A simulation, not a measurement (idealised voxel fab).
process module | voxel wiring stack
cross-section cut | 235 nm wide | cells 5 nm
A cross-section is a grid of square cells, given in bands from the top down. A band is one or more rows of cells.
Each band's line starts with the height of the band's top and of its bottom, in nm. Then come its materials from left to right, each with its width in nm. One material with "throughout" fills the band from edge to edge. "air" is empty space.
Height 0 is the level under which the wafer as received is all one material. The lowest band goes on downwards, as in "0 down".
A width such as "30 to 40" changes by the same amount from each row of cells to the next, from the band's top row to its bottom row.
"no change" after a step means that no cell of the cross-section changed.
closed voids: empty space of 8 cells or more with no open way to the top, each as width x height at its distance from the left edge, in nm
after a step's settings: what the simulator itself notes on the step
overlay nm, on a step with a mask: how far to the right of its planned place the mask lay; to the left if negative
plan
1 op RECEIVE | material Si
2 op CONFORMAL_DEP | material SiO2 | thk nm 10
3 op CONFORMAL_DEP | material SiCN | thk nm 5
4 op DIRECTIONAL_DEP | material lowk | thk nm 15
5 op DIRECTIONAL_DEP | material aC | thk nm 15
6 op PATTERN | tone open | mask id METAL_1 | material resist | width nm 25 | pitch nm 50 | thk nm 30 | overlay nm 0
7 op DIRECTIONAL_ETCH | etch materials aC | depth nm 15
8 op STRIP | etch materials resist
9 op DIRECTIONAL_ETCH | etch materials lowk | depth nm 15
10 op DIRECTIONAL_ETCH | etch materials SiCN | depth nm 5
11 op STRIP | etch materials aC
12 op CONFORMAL_DEP | material TiN | thk nm 5
13 op FILL_DEP | material Cu | thk nm 10
14 op CMP | height nm 30
15 op CONFORMAL_DEP | material SiCN | thk nm 5
16 op DIRECTIONAL_DEP | material lowk | thk nm 15
17 op DIRECTIONAL_DEP | material aC | thk nm 10
18 op PATTERN | tone open | mask id PLUG_1 | material resist | width nm 15 | pitch nm 50 | thk nm 30 | overlay nm 0
19 op DIRECTIONAL_ETCH | etch materials aC | depth nm 10
20 op STRIP | etch materials resist
21 op DIRECTIONAL_ETCH | etch materials lowk | depth nm 15
22 op DIRECTIONAL_ETCH | etch materials SiCN | depth nm 5
23 op STRIP | etch materials aC
24 op CONFORMAL_DEP | material TiN | thk nm 5
25 op FILL_DEP | material Cu | thk nm 5
26 op CMP | height nm 50
27 op CONFORMAL_DEP | material SiCN | thk nm 5
28 op DIRECTIONAL_DEP | material SiO2 | thk nm 20
29 op PATTERN | tone open | mask id METAL_2 | material resist | width nm 25 | pitch nm 50 | thk nm 20 | overlay nm 0
30 op DIRECTIONAL_ETCH | etch materials SiO2 | depth nm 20
31 op DIRECTIONAL_ETCH | etch materials SiCN | depth nm 5
32 op STRIP | etch materials resist
33 op CONFORMAL_DEP | material TiN | thk nm 5
34 op FILL_DEP | material W | thk nm 10
35 op CMP | height nm 75
36 op CONFORMAL_DEP | material SiCN | thk nm 5
37 op DIRECTIONAL_DEP | material SiO2 | thk nm 25
38 op DIRECTIONAL_DEP | material aC | thk nm 15
39 op PATTERN | tone open | mask id METAL_3 | material resist | width nm 25 | pitch nm 50 | thk nm 35 | overlay nm 0
40 op DIRECTIONAL_ETCH | etch materials aC | depth nm 15
41 op STRIP | etch materials resist
42 op DIRECTIONAL_ETCH | etch materials SiO2 | depth nm 15
43 op STRIP | etch materials aC
44 op PATTERN | tone open | mask id METAL_3_HOLES | material resist | width nm 15 | pitch nm 50 | thk nm 15 | overlay nm 0
45 op DIRECTIONAL_ETCH | etch materials SiO2 | depth nm 10
46 op DIRECTIONAL_ETCH | etch materials SiCN | depth nm 5
47 op STRIP | etch materials resist
48 op CONFORMAL_DEP | material TiN | thk nm 5
49 op FILL_DEP | material Ru | thk nm 10
50 op CMP | height nm 105
51 op CONFORMAL_DEP | material SiCN | thk nm 5
as received, after step 1
  0 down: Si throughout
  closed voids: none
a wafer at the end: this start, this plan, one mistake
  110 to 105: SiCN throughout
  105 to 95: SiO2 80 | TiN 5 | Ru 15 | TiN 5 | SiO2 25 | TiN 5 | Ru 15 | TiN 5 | SiO2 80
  95 to 90: SiO2 80 | TiN 5 | Ru 5 | TiN 15 | SiO2 25 | TiN 5 | Ru 5 | TiN 15 | SiO2 80
  90 to 80: SiO2 80 | TiN 5 | Ru 5 | TiN 5 | SiO2 35 | TiN 5 | Ru 5 | TiN 5 | SiO2 90
  80 to 75: SiCN 80 | TiN 15 | SiCN 35 | TiN 15 | SiCN 90
  75 to 55: SiO2 80 | TiN 5 | W 15 | TiN 5 | SiO2 25 | TiN 5 | W 15 | TiN 5 | SiO2 80
  55 to 50: SiCN 80 | TiN 25 | SiCN 25 | TiN 25 | SiCN 80
  50 to 35: lowk 80 | TiN 5 | Cu 5 | TiN 5 | lowk 35 | TiN 5 | Cu 5 | TiN 5 | lowk 90
  35 to 30: SiCN 80 | TiN 15 | SiCN 35 | TiN 15 | SiCN 90
  30 to 15: W throughout
  15 to 10: SiCN throughout
  10 to 0: SiO2 throughout
  0 down: Si throughout
  closed voids: none
what went wrong: step 4 ran as: op DIRECTIONAL_DEP | material W | thk nm 15
